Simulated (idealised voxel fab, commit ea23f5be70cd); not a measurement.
This section sets out a process module, namely voxel ribs on slabs.
Cross-section cut spans 230 nm and uses square cells 5 nm in size.
Format of a cross-section: grid, square cells. Given as bands. Order: top down. Band: one or more rows of cells. Look at the band entry: it leads with the top's height and the bottom's height in nm. Then it lists the materials left to right, with a width in nm for each. The word "throughout" on a single material says that material fills the band edge to edge. The word "empty" is empty space. A quick word on heights: they are counted from 0, and under that level the wafer as it came to us is one material throughout. The lowest band is different from the rest in having no bottom; it simply continues downward, written as in "z 0 and below". Read "30->40" as a graded width: first number on top, second number at the bottom, same change between each pair of neighbouring rows. Basically "left unchanged" means that step didn't change any cell in the cross-section. Any empty space of 8 cells or more lacking an open way to the top shows up in "Catalogued sealed voids" as width x height at distance, distance from the left edge, in nm. Where a step's line continues beyond its settings, the continuation is a remark by the simulator itself on that step. "overlay nm" answers the question of how far to the right of plan the mask lay on a step that has a mask, and when it is negative the answer is to the left.

# Here's what the planned process steps look like
- 1: RECEIVE with material Si
- 2: DIRECTIONAL_DEP with material SiO2, thk nm 30
- 3: DIRECTIONAL_DEP with material SiN, thk nm 25
- 4: DIRECTIONAL_DEP with material aC, thk nm 10
- 5: PATTERN with tone cover, mask id RIB, material resist, width nm 25, thk nm 25, overlay nm 0
- 6: DIRECTIONAL_ETCH with etch materials aC, depth nm 10
- 7: STRIP with etch materials resist
- 8: DIRECTIONAL_ETCH with etch materials SiN, depth nm 10
- 9: STRIP with etch materials aC
- 10: DIRECTIONAL_DEP with material aC, thk nm 15
- 11: PATTERN with tone cover, mask id SLAB, material resist, width nm 85, thk nm 30, overlay nm 0
- 12: DIRECTIONAL_ETCH with etch materials aC, depth nm 15
- 13: STRIP with etch materials resist
- 14: DIRECTIONAL_ETCH with etch materials SiN, depth nm 15
- 15: STRIP with etch materials aC
- 16: FILL_DEP with material SiO2, thk nm 15
- 17: CMP with height nm 65
- 18: DIRECTIONAL_DEP with material TiN, thk nm 5
- 19: PATTERN with tone cover, mask id HEATER, material resist, width nm 35, thk nm 20, overlay nm 0
- 20: DIRECTIONAL_ETCH with etch materials TiN, depth nm 5
- 21: STRIP with etch materials resist
- 22: CONFORMAL_DEP with material SiN, thk nm 10

# Of two wafers, the first: run according to plan

# Wafer at receipt (post step 1), cross-section
- z 0 and below | Si throughout
- Catalogued sealed voids: none

# Presented here is a cross-section of the wafer after step 2 has been performed
- z 30 to 0 | SiO2 throughout
- Anything lower than 0 is untouched.

# Presented here is a cross-section of the wafer after step 3 has been performed
- z 55 to 30 | SiN throughout
- Anything lower than 30 is untouched.

# Presented here is a cross-section of the wafer after step 4 has been performed
- z 65 to 55 | aC throughout
- Anything lower than 55 is untouched.

# Presented here is a cross-section of the wafer after step 5 has been performed
- z 90 to 65 | 100 of empty  25 of resist  105 of empty
- Anything lower than 65 is untouched.

# Presented here is a cross-section of the wafer after step 6 has been performed
- z 80 to 65 | 100 of empty  25 of resist  105 of empty
- z 65 to 55 | 100 of empty  25 of aC  105 of empty
- Anything lower than 55 is untouched.

# Presented here is a cross-section of the wafer after step 7 has been performed
- z 65 to 55 | 100 of empty  25 of aC  105 of empty
- Anything lower than 55 is untouched.

# Presented here is a cross-section of the wafer after step 8 has been performed
- z 65 to 55 | 100 of empty  25 of aC  105 of empty
- z 55 to 45 | 100 of empty  25 of SiN  105 of empty
- Anything lower than 45 is untouched.

# Presented here is a cross-section of the wafer after step 9 has been performed
- z 55 to 45 | 100 of empty  25 of SiN  105 of empty
- Anything lower than 45 is untouched.

# Presented here is a cross-section of the wafer after step 10 has been performed
- z 70 to 60 | 100 of empty  25 of aC  105 of empty
- z 60 to 55 | aC throughout
- z 55 to 45 | 100 of aC  25 of SiN  105 of aC
- Anything lower than 45 is untouched.

# Presented here is a cross-section of the wafer after step 11 has been performed
- z 100 to 70 | 70 of empty  85 of resist  75 of empty
- z 70 to 60 | 70 of empty  30 of resist  25 of aC  30 of resist  75 of empty
- Anything lower than 60 is untouched.

# Presented here is a cross-section of the wafer after step 12 has been performed
- z 85 to 70 | 70 of empty  85 of resist  75 of empty
- z 70 to 60 | 70 of empty  30 of resist  25 of aC  30 of resist  75 of empty
- z 60 to 55 | 70 of empty  85 of aC  75 of empty
- z 55 to 45 | 70 of empty  30 of aC  25 of SiN  30 of aC  75 of empty
- Anything lower than 45 is untouched.

# Presented here is a cross-section of the wafer after step 13 has been performed
- z 70 to 60 | 100 of empty  25 of aC  105 of empty
- Anything lower than 60 is untouched.

# Presented here is a cross-section of the wafer after step 14 has been performed
- z 70 to 60 | 100 of empty  25 of aC  105 of empty
- z 60 to 55 | 70 of empty  85 of aC  75 of empty
- z 55 to 45 | 70 of empty  30 of aC  25 of SiN  30 of aC  75 of empty
- z 45 to 30 | 70 of empty  85 of SiN  75 of empty
- Anything lower than 30 is untouched.

# Presented here is a cross-section of the wafer after step 15 has been performed
- z 55 to 45 | 100 of empty  25 of SiN  105 of empty
- Anything lower than 45 is untouched.

# Presented here is a cross-section of the wafer after step 16 has been performed
- z 70 to 55 | SiO2 throughout
- z 55 to 45 | 100 of SiO2  25 of SiN  105 of SiO2
- z 45 to 30 | 70 of SiO2  85 of SiN  75 of SiO2
- Anything lower than 30 is untouched.

# Presented here is a cross-section of the wafer after step 17 has been performed
- z 65 to 55 | SiO2 throughout
- Anything lower than 55 is untouched.

# Presented here is a cross-section of the wafer after step 18 has been performed
- z 70 to 65 | TiN throughout
- Anything lower than 65 is untouched.

# Presented here is a cross-section of the wafer after step 19 has been performed
- z 90 to 70 | 95 of empty  35 of resist  100 of empty
- Anything lower than 70 is untouched.

# Presented here is a cross-section of the wafer after step 20 has been performed
- z 90 to 70 | 95 of empty  35 of resist  100 of empty
- z 70 to 65 | 95 of empty  35 of TiN  100 of empty
- Anything lower than 65 is untouched.

# Presented here is a cross-section of the wafer after step 21 has been performed
- z 70 to 65 | 95 of empty  35 of TiN  100 of empty
- Anything lower than 65 is untouched.

# Presented here is a cross-section of the wafer after step 22 has been performed
- z 80 to 75 | 85 of empty  55 of SiN  90 of empty
- z 75 to 70 | SiN throughout
- z 70 to 65 | 95 of SiN  35 of TiN  100 of SiN
- Anything lower than 65 is untouched.

# Second wafer - shared start and plan with the first - one error in running - same as the first up to step 7 inclusive

# Second wafer cross-section, taken as of the time the plan sets for step 8 to be done
- z 65 to 55 | 100 of empty  25 of aC  105 of empty
- z 55 to 40 | 100 of empty  25 of SiN  105 of empty
- Anything lower than 40 is untouched.

# Second wafer cross-section, taken as of the time the plan sets for step 9 to be done
- z 55 to 40 | 100 of empty  25 of SiN  105 of empty
- Anything lower than 40 is untouched.

# Second wafer cross-section, taken as of the time the plan sets for step 10 to be done
- z 70 to 55 | 100 of empty  25 of aC  105 of empty
- z 55 to 40 | 100 of aC  25 of SiN  105 of aC
- Anything lower than 40 is untouched.

# Second wafer cross-section, taken as of the time the plan sets for step 11 to be done
- z 100 to 70 | 70 of empty  85 of resist  75 of empty
- z 70 to 55 | 70 of empty  30 of resist  25 of aC  30 of resist  75 of empty
- Anything lower than 55 is untouched.

# Second wafer cross-section, taken as of the time the plan sets for step 12 to be done
- z 85 to 70 | 70 of empty  85 of resist  75 of empty
- z 70 to 55 | 70 of empty  30 of resist  25 of aC  30 of resist  75 of empty
- z 55 to 40 | 70 of empty  30 of aC  25 of SiN  30 of aC  75 of empty
- Anything lower than 40 is untouched.

# Second wafer cross-section, taken as of the time the plan sets for step 13 to be done
- z 70 to 55 | 100 of empty  25 of aC  105 of empty
- Anything lower than 55 is untouched.

# Second wafer cross-section, taken as of the time the plan sets for step 14 to be done
- z 70 to 55 | 100 of empty  25 of aC  105 of empty
- z 55 to 40 | 70 of empty  30 of aC  25 of SiN  30 of aC  75 of empty
- z 40 to 30 | 70 of empty  85 of SiN  75 of empty
- Anything lower than 30 is untouched.

# Second wafer cross-section, taken as of the time the plan sets for step 15 to be done
- z 55 to 40 | 100 of empty  25 of SiN  105 of empty
- Anything lower than 40 is untouched.

# Second wafer cross-section, taken as of the time the plan sets for step 16 to be done
- z 70 to 55 | SiO2 throughout
- z 55 to 40 | 100 of SiO2  25 of SiN  105 of SiO2
- z 40 to 30 | 70 of SiO2  85 of SiN  75 of SiO2
- Anything lower than 30 is untouched.

# Second wafer cross-section, taken as of the time the plan sets for step 17 to be done
- z 65 to 55 | SiO2 throughout
- Anything lower than 55 is untouched.

# Second wafer cross-section, taken as of the time the plan sets for step 18 to be done
- z 70 to 65 | TiN throughout
- Anything lower than 65 is untouched.

# Second wafer cross-section, taken as of the time the plan sets for step 19 to be done
- z 90 to 70 | 95 of empty  35 of resist  100 of empty
- Anything lower than 70 is untouched.

# Second wafer cross-section, taken as of the time the plan sets for step 20 to be done
- z 90 to 70 | 95 of empty  35 of resist  100 of empty
- z 70 to 65 | 95 of empty  35 of TiN  100 of empty
- Anything lower than 65 is untouched.

# Second wafer cross-section, taken as of the time the plan sets for step 21 to be done
- z 70 to 65 | 95 of empty  35 of TiN  100 of empty
- Anything lower than 65 is untouched.

# Second wafer cross-section, taken as of the time the plan sets for step 22 to be done
- z 80 to 75 | 85 of empty  55 of SiN  90 of empty
- z 75 to 70 | SiN throughout
- z 70 to 65 | 95 of SiN  35 of TiN  100 of SiN
- Anything lower than 65 is untouched.
Deviation noted in wafer processing: step 8 ran as: DIRECTIONAL_ETCH with etch materials SiN, depth nm 15
In the final state, the cell counts of the second wafer exceed or fall short of those of the first for the following materials: 12 fewer of SiN; 12 more of SiO2
